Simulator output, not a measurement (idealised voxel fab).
process module | voxel plated lines
cross-section cut | 270 nm wide | cells 5 nm
A cross-section is a grid of square cells, given in bands from the top down. A band is one or more rows of cells.
Each band's line starts with the height of the band's top and of its bottom, in nm. Then come its materials from left to right, each with its width in nm. One material with "throughout" fills the band from edge to edge. "air" is empty space.
Height 0 is the level under which the wafer as received is all one material. The lowest band goes on downwards, as in "0 down".
A width such as "30 to 40" changes by the same amount from each row of cells to the next, from the band's top row to its bottom row.
"no change" after a step means that no cell of the cross-section changed.
closed voids: empty space of 8 cells or more with no open way to the top, each as width x height at its distance from the left edge, in nm
after a step's settings: what the simulator itself notes on the step
overlay nm, on a step with a mask: how far to the right of its planned place the mask lay; to the left if negative
plan
1 op RECEIVE | material Si
2 op CONFORMAL_DEP | material SiO2 | thk nm 15
3 op DIRECTIONAL_DEP | material TiN | thk nm 5
4 op PATTERN | tone open | mask id LINES | material resist | width nm 15 | pitch nm 35 | thk nm 15 | overlay nm 0
5 op EPI | material Ru | thk nm 10
6 op STRIP | etch materials resist
7 op DIRECTIONAL_ETCH | etch materials TiN | depth nm 5
8 op CONFORMAL_DEP | material SiO2 | thk nm 10
first wafer, as planned
as received, after step 1
  0 down: Si throughout
  closed voids: none
after step 2
  15 to 0: SiO2 throughout
  below 0: unchanged
after step 3
  20 to 15: TiN throughout
  below 15: unchanged
after step 4
  35 to 20: resist 90 | air 15 | resist 20 | air 15 | resist 20 | air 15 | resist 95
  below 20: unchanged
after step 5
  35 to 30: resist 90 | air 15 | resist 20 | air 15 | resist 20 | air 15 | resist 95
  30 to 20: resist 90 | Ru 15 | resist 20 | Ru 15 | resist 20 | Ru 15 | resist 95
  below 20: unchanged
after step 6
  30 to 20: air 90 | Ru 15 | air 20 | Ru 15 | air 20 | Ru 15 | air 95
  below 20: unchanged
after step 7
  30 to 20: air 90 | Ru 15 | air 20 | Ru 15 | air 20 | Ru 15 | air 95
  20 to 15: air 90 | TiN 15 | air 20 | TiN 15 | air 20 | TiN 15 | air 95
  below 15: unchanged
after step 8
  40 to 30: air 80 | SiO2 105 | air 85
  30 to 25: air 80 | SiO2 10 | Ru 15 | SiO2 20 | Ru 15 | SiO2 20 | Ru 15 | SiO2 10 | air 85
  25 to 20: SiO2 90 | Ru 15 | SiO2 20 | Ru 15 | SiO2 20 | Ru 15 | SiO2 95
  20 to 15: SiO2 90 | TiN 15 | SiO2 20 | TiN 15 | SiO2 20 | TiN 15 | SiO2 95
  below 15: unchanged
second wafer: like start, like plan, one mistake. Through step 1 it matches the first wafer
when step 2 should have ended
  30 to 0: SiO2 throughout
  below 0: unchanged
when step 3 should have ended
  35 to 30: TiN throughout
  below 30: unchanged
when step 4 should have ended
  50 to 35: resist 90 | air 15 | resist 20 | air 15 | resist 20 | air 15 | resist 95
  below 35: unchanged
when step 5 should have ended
  50 to 45: resist 90 | air 15 | resist 20 | air 15 | resist 20 | air 15 | resist 95
  45 to 35: resist 90 | Ru 15 | resist 20 | Ru 15 | resist 20 | Ru 15 | resist 95
  below 35: unchanged
when step 6 should have ended
  45 to 35: air 90 | Ru 15 | air 20 | Ru 15 | air 20 | Ru 15 | air 95
  below 35: unchanged
when step 7 should have ended
  45 to 35: air 90 | Ru 15 | air 20 | Ru 15 | air 20 | Ru 15 | air 95
  35 to 30: air 90 | TiN 15 | air 20 | TiN 15 | air 20 | TiN 15 | air 95
  below 30: unchanged
when step 8 should have ended
  55 to 45: air 80 | SiO2 105 | air 85
  45 to 40: air 80 | SiO2 10 | Ru 15 | SiO2 20 | Ru 15 | SiO2 20 | Ru 15 | SiO2 10 | air 85
  40 to 35: SiO2 90 | Ru 15 | SiO2 20 | Ru 15 | SiO2 20 | Ru 15 | SiO2 95
  35 to 30: SiO2 90 | TiN 15 | SiO2 20 | TiN 15 | SiO2 20 | TiN 15 | SiO2 95
  below 30: unchanged
what went wrong: step 2 was run twice
at the end the second wafer has, in cells: 162 more of SiO2
